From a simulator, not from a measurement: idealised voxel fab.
Process module under the name voxel air gaps
It is cross-section cut that appears here, measuring 260 nm in width, its square cells being 5 nm in size.
Cross-section, as written here: a square-cell grid given band by band from the top down, where a band holds one or more rows of cells.
First you get the band's top height and its bottom height, in nm, and then the materials it's made of, left to right, with each width in nm. If you see a single material with "everywhere", that one covers the band edge to edge. "air" is empty space.
Height 0 is the level under which the wafer as received is all one material. The lowest band goes on downwards, as in "top 0, no bottom".
The width entry "30 to 40" should be interpreted row by row: the top row of cells in the band takes the first number, the bottom row takes the second number, and the change between adjacent rows is uniform throughout.
Any step labelled "no change" changed none of the cells in the cross-section.
"Closed void table": sealed empty spaces, 8 cells or more, no open way to top, listed width x height at distance, with distance from the left edge and width, height and distance in nm.
What comes after the settings on a step's line is commentary from the simulator itself on that step.
What "overlay nm" on a step's line means: if the step has a mask, that mask lay this far to the right of its planned place, or, when the value is negative, to the left.
# Steps planned for the process
1) RECEIVE,material Si
2) CONFORMAL_DEP,material SiO2,thk nm 10
3) CONFORMAL_DEP,material SiCN,thk nm 5
4) DIRECTIONAL_DEP,material lowk,thk nm 35
5) DIRECTIONAL_DEP,material aC,thk nm 10
6) PATTERN,tone open,mask id LINES,material resist,width nm 15,pitch nm 55,thk nm 30,overlay nm 0
7) DIRECTIONAL_ETCH,etch materials aC,depth nm 10
8) STRIP,etch materials resist
9) DIRECTIONAL_ETCH,etch materials lowk,depth nm 35
10) STRIP,etch materials aC
11) CONFORMAL_DEP,material TiN,thk nm 5
12) FILL_DEP,material Ru,thk nm 10
13) CMP,height nm 50
14) EPI,material Ru,thk nm 10
15) SELECTIVE_ETCH,etch materials lowk,depth nm 45
16) CONFORMAL_DEP,material SiCN,thk nm 5
For this document, wafers share an identical start and vary in the step 6 width nm; the plan quotes the first wafer's value.
# Cross-section: the first of several wafers in its as-received state, i.e. following step 1
    top 0, no bottom  Si everywhere
    Closed void table: none
# The rows of the table below are wafers. Looking at the end of the module, a row counts, for every material, the cells the wafer has gained, shown as (+), or lost, shown as (-), since it was received; its closed voids come next
width nm 15, +80 Ru, +208 SiCN, +104 SiO2, +60 TiN, Closed void table: none
width nm 20, +112 Ru, +208 SiCN, +104 SiO2, +64 TiN, Closed void table: none
width nm 25, +144 Ru, +208 SiCN, +104 SiO2, +68 TiN, Closed void table: 20 x 25 at 65; 20 x 25 at 120; 20 x 25 at 175
width nm 30, +176 Ru, +196 SiCN, +104 SiO2, +72 TiN, Closed void table: 15 x 25 at 70; 15 x 25 at 125; 15 x 25 at 180
width nm 35, +208 Ru, +130 SiCN, +104 SiO2, +76 TiN, +84 lowk, Closed void table: none
width nm 40, +234 Ru, +130 SiCN, +104 SiO2, +80 TiN, +63 lowk, Closed void table: none
